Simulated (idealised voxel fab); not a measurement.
You're looking at the process module voxel wiring stack.
Section shown: cut. Width: 265 nm. Cell size: 5 nm, square.
Throughout this document, each cross-section is represented as a grid of square cells and is presented as a sequence of bands enumerated from the top downward, where a band comprises one or more rows of cells. A band entry consists of two parts. The first gives the height of the band's top and the height of its bottom, in nm. The rest lists the band's materials from left to right, each with its width in nm. A single material labelled with the word "all across" fills the band from edge to edge, and the word "blank" marks empty space. Counting heights begins at 0, where everything beneath is, in the wafer as received, one material. The lowest band has no bottom; it goes on downwards, as "0..down" shows. When a width is written as two numbers, as in "30..40", the first number is the width in the top row of cells of the band and the second is the width in its bottom row, and the width changes by the same amount from each row to the next. The designation "nothing got changed", where it is given for a processing step, indicates that no cell of the cross-section was altered in the course of that step. Under "Enclosed void list" you'll find the enclosed gaps, the ones with no way out to the top, that are 8 cells or bigger; each reads width x height at distance, with distance counted from the left edge, everything in nm. Note: text after step settings on the step line = simulator remark on that step. If you see "overlay nm" on a step's line and that step has a mask, it's telling you how far right of where it was planned the mask ended up; a negative number means it went left instead.
**Here's what the planned process steps look like**
1. op RECEIVE | material Si
2. op CONFORMAL_DEP | material SiO2 | thk nm 10
3. op CONFORMAL_DEP | material SiCN | thk nm 5
4. op DIRECTIONAL_DEP | material lowk | thk nm 20
5. op DIRECTIONAL_DEP | material aC | thk nm 15
6. op PATTERN | tone open | mask id METAL_1 | material resist | width nm 20 | pitch nm 45 | thk nm 35 | overlay nm 0
7. op DIRECTIONAL_ETCH | etch materials aC | depth nm 15
8. op STRIP | etch materials resist
9. op DIRECTIONAL_ETCH | etch materials lowk | depth nm 20
10. op DIRECTIONAL_ETCH | etch materials SiCN | depth nm 5
11. op STRIP | etch materials aC
12. op CONFORMAL_DEP | material TiN | thk nm 5
13. op FILL_DEP | material Cu | thk nm 10
14. op CMP | height nm 35
15. op EPI | material Ru | thk nm 5
16. op FILL_DEP | material SiCN | thk nm 5
17. op DIRECTIONAL_DEP | material lowk | thk nm 10
18. op MASKED_ETCH | tone open | mask id PLUG_1 | width nm 15 | pitch nm 45 | etch materials lowk | depth nm 10 | overlay nm 0
19. op MASKED_ETCH | tone open | mask id PLUG_1 | width nm 15 | pitch nm 45 | etch materials SiCN | depth nm 5 | overlay nm 0
20. op CONFORMAL_DEP | material TiN | thk nm 5
21. op FILL_DEP | material Cu | thk nm 5
22. op CMP | height nm 55
23. op CONFORMAL_DEP | material SiCN | thk nm 5
24. op DIRECTIONAL_DEP | material lowk | thk nm 25
25. op MASKED_ETCH | tone open | mask id METAL_2 | width nm 20 | pitch nm 45 | etch materials lowk | depth nm 25 | overlay nm 0
26. op MASKED_ETCH | tone open | mask id METAL_2 | width nm 20 | pitch nm 45 | etch materials SiCN | depth nm 5 | overlay nm 0
27. op CONFORMAL_DEP | material TiN | thk nm 5
28. op FILL_DEP | material Cu | thk nm 10
29. op CMP | height nm 85
30. op CONFORMAL_DEP | material SiCN | thk nm 5
31. op DIRECTIONAL_DEP | material lowk | thk nm 10
32. op PATTERN | tone open | mask id PLUG_2 | material resist | width nm 15 | pitch nm 45 | thk nm 20 | overlay nm 0
33. op DIRECTIONAL_ETCH | etch materials lowk | depth nm 10
34. op DIRECTIONAL_ETCH | etch materials SiCN | depth nm 5
35. op STRIP | etch materials resist
36. op CONFORMAL_DEP | material TiN | thk nm 5
37. op FILL_DEP | material W | thk nm 10
38. op CMP | height nm 100
39. op DIRECTIONAL_DEP | material TiN | thk nm 5
40. op DIRECTIONAL_DEP | material Ru | thk nm 20
41. op MASKED_ETCH | tone cover | mask id METAL_3 | width nm 20 | pitch nm 45 | etch materials Ru | depth nm 20 | overlay nm 0
42. op MASKED_ETCH | tone cover | mask id METAL_3 | width nm 20 | pitch nm 45 | etch materials TiN | depth nm 5 | overlay nm 0
43. op CONFORMAL_DEP | material SiN | thk nm 5
44. op FILL_DEP | material lowk | thk nm 5
45. op CMP | height nm 125
46. op CONFORMAL_DEP | material SiCN | thk nm 5
47. op DIRECTIONAL_DEP | material lowk | thk nm 20
48. op DIRECTIONAL_DEP | material aC | thk nm 15
49. op PATTERN | tone open | mask id PLUG_3 | material resist | width nm 15 | thk nm 30 | overlay nm 0
50. op DIRECTIONAL_ETCH | etch materials aC | depth nm 15
51. op STRIP | etch materials resist
52. op DIRECTIONAL_ETCH | etch materials lowk | depth nm 20
53. op DIRECTIONAL_ETCH | etch materials SiCN | depth nm 5
54. op STRIP | etch materials aC
55. op CONFORMAL_DEP | material TiN | thk nm 5
56. op FILL_DEP | material W | thk nm 10
57. op CMP | height nm 150
58. op CONFORMAL_DEP | material SiN | thk nm 5
59. op DIRECTIONAL_DEP | material lowk | thk nm 15
60. op PATTERN | tone open | mask id METAL_4 | material resist | width nm 20 | pitch nm 45 | thk nm 15 | overlay nm 0
61. op DIRECTIONAL_ETCH | etch materials lowk | depth nm 15
62. op DIRECTIONAL_ETCH | etch materials SiN | depth nm 5
63. op STRIP | etch materials resist
64. op CONFORMAL_DEP | material TiN | thk nm 5
65. op FILL_DEP | material Cu | thk nm 10
66. op CMP | height nm 170
67. op CONFORMAL_DEP | material SiCN | thk nm 5
**Cross-section of the wafer as it came to us, i.e., already through step 1**
* 0..down: Si all across
* Enclosed void list: none
**Wafer cross-section at module end: first of two, run to plan**
* 175..170: SiCN all across
* 170..155: lowk: 100, TiN: 5, Cu: 10, TiN: 5, lowk: 25, TiN: 5, Cu: 10, TiN: 5, lowk: 100
* 155..150: SiN: 100, TiN: 20, SiN: 25, TiN: 20, SiN: 100
* 150..130: lowk: 100, TiN: 5, W: 5, TiN: 5, lowk: 150
* 130..125: SiCN: 100, TiN: 15, SiCN: 150
* 125..105: lowk: 95, SiN: 5, Ru: 20, SiN: 5, lowk: 15, SiN: 5, Ru: 20, SiN: 5, lowk: 95
* 105..100: SiN: 100, TiN: 20, SiN: 25, TiN: 20, SiN: 100
* 100..90: lowk: 100, TiN: 5, W: 5, TiN: 5, lowk: 30, TiN: 5, W: 5, TiN: 5, lowk: 105
* 90..85: SiCN: 100, TiN: 15, SiCN: 30, TiN: 15, SiCN: 105
* 85..60: lowk: 100, TiN: 5, Cu: 10, TiN: 5, lowk: 25, TiN: 5, Cu: 10, TiN: 5, lowk: 100
* 60..55: SiCN: 100, TiN: 20, SiCN: 25, TiN: 20, SiCN: 100
* 55..45: lowk: 100, TiN: 5, Cu: 5, TiN: 5, lowk: 30, TiN: 5, Cu: 5, TiN: 5, lowk: 105
* 45..40: SiCN: 100, TiN: 15, SiCN: 30, TiN: 15, SiCN: 105
* 40..35: SiCN: 95, Ru: 30, SiCN: 15, Ru: 30, SiCN: 95
* 35..15: lowk: 100, TiN: 5, Cu: 10, TiN: 5, lowk: 25, TiN: 5, Cu: 10, TiN: 5, lowk: 100
* 15..10: SiCN: 100, TiN: 20, SiCN: 25, TiN: 20, SiCN: 100
* 10..0: SiO2 all across
* 0..down: Si all across
* Enclosed void list: none
**Cross-sectional image of the second wafer of the two following completion of the module. Starting state and process plan were the same as for the first wafer; one execution error occurred**
* 175..170: SiCN all across
* 170..155: lowk: 100, TiN: 5, Cu: 10, TiN: 5, lowk: 25, TiN: 5, Cu: 10, TiN: 5, lowk: 100
* 155..150: SiN: 100, TiN: 20, SiN: 25, TiN: 20, SiN: 100
* 150..130: W: 95, TiN: 5, lowk: 15, TiN: 5, W: 145
* 130..125: TiN: 100, SiCN: 15, TiN: 150
* 125..105: lowk: 95, SiN: 5, Ru: 20, SiN: 5, lowk: 15, SiN: 5, Ru: 20, SiN: 5, lowk: 95
* 105..100: SiN: 100, TiN: 20, SiN: 25, TiN: 20, SiN: 100
* 100..90: lowk: 100, TiN: 5, W: 5, TiN: 5, lowk: 30, TiN: 5, W: 5, TiN: 5, lowk: 105
* 90..85: SiCN: 100, TiN: 15, SiCN: 30, TiN: 15, SiCN: 105
* 85..60: lowk: 100, TiN: 5, Cu: 10, TiN: 5, lowk: 25, TiN: 5, Cu: 10, TiN: 5, lowk: 100
* 60..55: SiCN: 100, TiN: 20, SiCN: 25, TiN: 20, SiCN: 100
* 55..45: lowk: 100, TiN: 5, Cu: 5, TiN: 5, lowk: 30, TiN: 5, Cu: 5, TiN: 5, lowk: 105
* 45..40: SiCN: 100, TiN: 15, SiCN: 30, TiN: 15, SiCN: 105
* 40..35: SiCN: 95, Ru: 30, SiCN: 15, Ru: 30, SiCN: 95
* 35..15: lowk: 100, TiN: 5, Cu: 10, TiN: 5, lowk: 25, TiN: 5, Cu: 10, TiN: 5, lowk: 100
* 15..10: SiCN: 100, TiN: 20, SiCN: 25, TiN: 20, SiCN: 100
* 10..0: SiO2 all across
* 0..down: Si all across
* Enclosed void list: none
Nonconformance to the process plan: step 49 ran with different settings than intended, the actual operation and settings being op PATTERN | tone cover | mask id PLUG_3 | material resist | width nm 15 | thk nm 30 | overlay nm 0
Final tally in cells, some materials are higher or lower on the second wafer than on the first: 47 fewer of SiCN, 47 more of TiN, 188 more of W, 188 fewer of lowk
